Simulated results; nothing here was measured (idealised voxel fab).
A process module follows: voxel air gaps.
Shown is cross-section cut, with a width of 250 nm and square cells of size 5 nm.
Cross-section = grid of square cells, listed top down in bands; band = one or more rows.
Heads up on the band format: heights come first, top then bottom, in nm. After that it's the materials left to right, each with its width in nm. A single material flagged "edge to edge" fills the whole band edge to edge, and "blank" means there's empty space there.
Height 0 is the level under which the wafer as received is all one material. The lowest band goes on downwards, as in "0 down".
Graded width ("30 to 40"): value in top row of band = first number; value in bottom row = second number; row-to-row change constant.
Given "nothing was modified" for a step, no cell of the cross-section differs between before and after that step.
This entry, "Closed void list", enumerates those empty regions of no fewer than 8 cells that possess no open connection to the top. Each region is reported in the form width x height at distance, the distance being taken from the left edge, with all three quantities expressed in nm.
Text after the settings on a step's line: the simulator's own remark on that step.
"overlay nm" denotes, for a step that has a mask, the displacement of the mask to the right of its planned place, with negative values corresponding to the left.

Planned step list for the process
1: RECEIVE,material Si
2: CONFORMAL_DEP,material SiO2,thk nm 15
3: CONFORMAL_DEP,material SiCN,thk nm 5
4: DIRECTIONAL_DEP,material SiO2,thk nm 30
5: MASKED_ETCH,tone open,mask id LINES,width nm 20,pitch nm 50,etch materials SiO2,depth nm 30,overlay nm 0
6: CONFORMAL_DEP,material TiN,thk nm 5
7: FILL_DEP,material W,thk nm 10
8: CMP,height nm 50
9: EPI,material Ru,thk nm 10
10: SELECTIVE_ETCH,etch materials SiO2,depth nm 40
11: CONFORMAL_DEP,material SiCN,thk nm 5

First out of two wafers; run went to plan

This is the cross-section of the wafer as we received it, i.e. after step 1
> 0 down: Si edge to edge
> Closed void list: none

So this is the wafer cross-section right after step 2
> 15 to 0: SiO2 edge to edge
> Everything under 0 stays put, no change at all.

So this is the wafer cross-section right after step 3
> 20 to 15: SiCN edge to edge
> Everything under 15 stays put, no change at all.

So this is the wafer cross-section right after step 4
> 50 to 20: SiO2 edge to edge
> Everything under 20 stays put, no change at all.

So this is the wafer cross-section right after step 5
> 50 to 20: SiO2=40; blank=20; SiO2=30; blank=20; SiO2=30; blank=20; SiO2=30; blank=20; SiO2=40
> Everything under 20 stays put, no change at all.

So this is the wafer cross-section right after step 6
> 55 to 50: TiN=45; blank=10; TiN=40; blank=10; TiN=40; blank=10; TiN=40; blank=10; TiN=45
> 50 to 25: SiO2=40; TiN=5; blank=10; TiN=5; SiO2=30; TiN=5; blank=10; TiN=5; SiO2=30; TiN=5; blank=10; TiN=5; SiO2=30; TiN=5; blank=10; TiN=5; SiO2=40
> 25 to 20: SiO2=40; TiN=20; SiO2=30; TiN=20; SiO2=30; TiN=20; SiO2=30; TiN=20; SiO2=40
> Everything under 20 stays put, no change at all.

So this is the wafer cross-section right after step 7
> 65 to 55: W edge to edge
> 55 to 50: TiN=45; W=10; TiN=40; W=10; TiN=40; W=10; TiN=40; W=10; TiN=45
> 50 to 25: SiO2=40; TiN=5; W=10; TiN=5; SiO2=30; TiN=5; W=10; TiN=5; SiO2=30; TiN=5; W=10; TiN=5; SiO2=30; TiN=5; W=10; TiN=5; SiO2=40
> Everything under 25 stays put, no change at all.

So this is the wafer cross-section right after step 8
> 50 to 25: SiO2=40; TiN=5; W=10; TiN=5; SiO2=30; TiN=5; W=10; TiN=5; SiO2=30; TiN=5; W=10; TiN=5; SiO2=30; TiN=5; W=10; TiN=5; SiO2=40
> Everything under 25 stays put, no change at all.

So this is the wafer cross-section right after step 9
> 60 to 50: blank=30; Ru=40; blank=10; Ru=40; blank=10; Ru=40; blank=10; Ru=40; blank=30
> Everything under 50 stays put, no change at all.

So this is the wafer cross-section right after step 10
> 60 to 50: blank=30; Ru=40; blank=10; Ru=40; blank=10; Ru=40; blank=10; Ru=40; blank=30
> 50 to 25: blank=40; TiN=5; W=10; TiN=5; blank=30; TiN=5; W=10; TiN=5; blank=30; TiN=5; W=10; TiN=5; blank=30; TiN=5; W=10; TiN=5; blank=40
> 25 to 20: blank=40; TiN=20; blank=30; TiN=20; blank=30; TiN=20; blank=30; TiN=20; blank=40
> Everything under 20 stays put, no change at all.

So this is the wafer cross-section right after step 11
> 65 to 60: blank=25; SiCN=200; blank=25
> 60 to 50: blank=25; SiCN=5; Ru=40; SiCN=10; Ru=40; SiCN=10; Ru=40; SiCN=10; Ru=40; SiCN=5; blank=25
> 50 to 45: blank=25; SiCN=15; TiN=5; W=10; TiN=5; SiCN=30; TiN=5; W=10; TiN=5; SiCN=30; TiN=5; W=10; TiN=5; SiCN=30; TiN=5; W=10; TiN=5; SiCN=15; blank=25
> 45 to 25: blank=35; SiCN=5; TiN=5; W=10; TiN=5; SiCN=5; blank=20; SiCN=5; TiN=5; W=10; TiN=5; SiCN=5; blank=20; SiCN=5; TiN=5; W=10; TiN=5; SiCN=5; blank=20; SiCN=5; TiN=5; W=10; TiN=5; SiCN=5; blank=35
> 25 to 20: SiCN=40; TiN=20; SiCN=30; TiN=20; SiCN=30; TiN=20; SiCN=30; TiN=20; SiCN=40
> Everything under 20 stays put, no change at all.
> Closed void list: 20 x 20 at 65; 20 x 20 at 115; 20 x 20 at 165

Second of two: same start, same plan, one run error; steps up to and including 1 match the first

What the second wafer looks like in cross-section when step 2 should have wrapped up
> 30 to 0: SiO2 edge to edge
> Everything under 0 stays put, no change at all.

What the second wafer looks like in cross-section when step 3 should have wrapped up
> 35 to 30: SiCN edge to edge
> Everything under 30 stays put, no change at all.

What the second wafer looks like in cross-section when step 4 should have wrapped up
> 65 to 35: SiO2 edge to edge
> Everything under 35 stays put, no change at all.

What the second wafer looks like in cross-section when step 5 should have wrapped up
> 65 to 35: SiO2=40; blank=20; SiO2=30; blank=20; SiO2=30; blank=20; SiO2=30; blank=20; SiO2=40
> Everything under 35 stays put, no change at all.

What the second wafer looks like in cross-section when step 6 should have wrapped up
> 70 to 65: TiN=45; blank=10; TiN=40; blank=10; TiN=40; blank=10; TiN=40; blank=10; TiN=45
> 65 to 40: SiO2=40; TiN=5; blank=10; TiN=5; SiO2=30; TiN=5; blank=10; TiN=5; SiO2=30; TiN=5; blank=10; TiN=5; SiO2=30; TiN=5; blank=10; TiN=5; SiO2=40
> 40 to 35: SiO2=40; TiN=20; SiO2=30; TiN=20; SiO2=30; TiN=20; SiO2=30; TiN=20; SiO2=40
> Everything under 35 stays put, no change at all.

What the second wafer looks like in cross-section when step 7 should have wrapped up
> 80 to 70: W edge to edge
> 70 to 65: TiN=45; W=10; TiN=40; W=10; TiN=40; W=10; TiN=40; W=10; TiN=45
> 65 to 40: SiO2=40; TiN=5; W=10; TiN=5; SiO2=30; TiN=5; W=10; TiN=5; SiO2=30; TiN=5; W=10; TiN=5; SiO2=30; TiN=5; W=10; TiN=5; SiO2=40
> Everything under 40 stays put, no change at all.

What the second wafer looks like in cross-section when step 8 should have wrapped up
> 50 to 40: SiO2=40; TiN=5; W=10; TiN=5; SiO2=30; TiN=5; W=10; TiN=5; SiO2=30; TiN=5; W=10; TiN=5; SiO2=30; TiN=5; W=10; TiN=5; SiO2=40
> Everything under 40 stays put, no change at all.

What the second wafer looks like in cross-section when step 9 should have wrapped up
> 60 to 50: blank=30; Ru=40; blank=10; Ru=40; blank=10; Ru=40; blank=10; Ru=40; blank=30
> Everything under 50 stays put, no change at all.

What the second wafer looks like in cross-section when step 10 should have wrapped up
> 60 to 50: blank=30; Ru=40; blank=10; Ru=40; blank=10; Ru=40; blank=10; Ru=40; blank=30
> 50 to 40: blank=40; TiN=5; W=10; TiN=5; blank=30; TiN=5; W=10; TiN=5; blank=30; TiN=5; W=10; TiN=5; blank=30; TiN=5; W=10; TiN=5; blank=40
> 40 to 35: blank=40; TiN=20; blank=30; TiN=20; blank=30; TiN=20; blank=30; TiN=20; blank=40
> Everything under 35 stays put, no change at all.

What the second wafer looks like in cross-section when step 11 should have wrapped up
> 65 to 60: blank=25; SiCN=200; blank=25
> 60 to 50: blank=25; SiCN=5; Ru=40; SiCN=10; Ru=40; SiCN=10; Ru=40; SiCN=10; Ru=40; SiCN=5; blank=25
> 50 to 45: blank=25; SiCN=15; TiN=5; W=10; TiN=5; SiCN=30; TiN=5; W=10; TiN=5; SiCN=30; TiN=5; W=10; TiN=5; SiCN=30; TiN=5; W=10; TiN=5; SiCN=15; blank=25
> 45 to 40: blank=35; SiCN=5; TiN=5; W=10; TiN=5; SiCN=5; blank=20; SiCN=5; TiN=5; W=10; TiN=5; SiCN=5; blank=20; SiCN=5; TiN=5; W=10; TiN=5; SiCN=5; blank=20; SiCN=5; TiN=5; W=10; TiN=5; SiCN=5; blank=35
> 40 to 35: SiCN=40; TiN=20; SiCN=30; TiN=20; SiCN=30; TiN=20; SiCN=30; TiN=20; SiCN=40
> Everything under 35 stays put, no change at all.
what went wrong: step 2 of the plan was executed twice over
Per the end-of-run cell counts, the second wafer holds more or fewer of some materials than the first: SiCN: 24 fewer, SiO2: 150 more, TiN: 24 fewer, W: 24 fewer
First wafer closed voids (final) = 3; second wafer closed voids (final) = 0.
